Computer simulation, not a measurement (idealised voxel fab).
Proc. module: voxel fin reveal
In the cross-section labelled cut, the width is 285 nm and each square cell is 5 nm.
This document writes a cross-section as a grid whose cells are square, and gives it as bands, listed from the top down; one or more rows of cells form a band. Read a band's entry like this: the first values are the height of its top and the height of its bottom in nm, and what follows is the sequence of materials from left to right, each with its width in nm. Note that "blank" is empty space, and that a single material marked "edge to edge" reaches across the band from edge to edge. It should be noted that heights are counted from 0, beneath which the wafer as supplied is of one material throughout, and that the lowest band possesses no lower boundary but continues downward, as written in "top 0, no bottom". Graded width ("30..40"): value in top row of band = first number; value in bottom row = second number; row-to-row change constant. Take "nothing different" at face value: in the step it is given for, the cross-section changed in none of its cells. "Enclosed void entries" lists enclosed empty spaces (at least 8 cells, no open path upward to the top), each as width x height at distance from the left edge, in nm. Heads up: the bit after the settings on a step's line is the simulator's remark on that step. On any step carrying a mask, the "overlay nm" setting, if present on the step's line, tells how far right of its planned place the mask lay; negative values point to the left.

**plan**
1) RECEIVE,material Si
2) CONFORMAL_DEP,material SiN,thk nm 10
3) DIRECTIONAL_DEP,material aC,thk nm 15
4) PATTERN,tone cover,mask id FINS,material resist,width nm 15,pitch nm 40,thk nm 30,overlay nm 0
5) DIRECTIONAL_ETCH,etch materials aC,depth nm 15
6) STRIP,etch materials resist
7) DIRECTIONAL_ETCH,etch materials SiN,depth nm 10
8) DIRECTIONAL_ETCH,etch materials Si,depth nm 35
9) STRIP,etch materials aC
10) FILL_DEP,material SiO2,thk nm 10
11) CMP,height nm 10
12) SELECTIVE_ETCH,etch materials SiO2,depth nm 20
13) STRIP,etch materials SiN
14) CONFORMAL_DEP,material HfO2,thk nm 5

**This is the cross-section of the wafer as we received it, i.e. after step 1**
    top 0, no bottom | Si edge to edge
    Enclosed void entries: none

**This is how the wafer looks in cross-section once the module is done, given the starting state and plan above and one mistake in carrying the plan out**
    top 5, bottom 0 | blank 90 nm / HfO2 25 nm / blank 15 nm / HfO2 25 nm / blank 15 nm / HfO2 25 nm / blank 90 nm
    top 0, bottom -5 | blank 90 nm / HfO2 5 nm / Si 15 nm / HfO2 5 nm / blank 15 nm / HfO2 5 nm / Si 15 nm / HfO2 5 nm / blank 15 nm / HfO2 5 nm / Si 15 nm / HfO2 5 nm / blank 90 nm
    top -5, bottom -10 | HfO2 95 nm / Si 15 nm / HfO2 25 nm / Si 15 nm / HfO2 25 nm / Si 15 nm / HfO2 95 nm
    top -10, bottom -30 | SiO2 95 nm / Si 15 nm / SiO2 25 nm / Si 15 nm / SiO2 25 nm / Si 15 nm / SiO2 95 nm
    top -30, no bottom | Si edge to edge
    Enclosed void entries: none
What was done differently from what was planned? heads up, step 8 didn't go per plan, it actually ran as DIRECTIONAL_ETCH,etch materials Si,depth nm 30
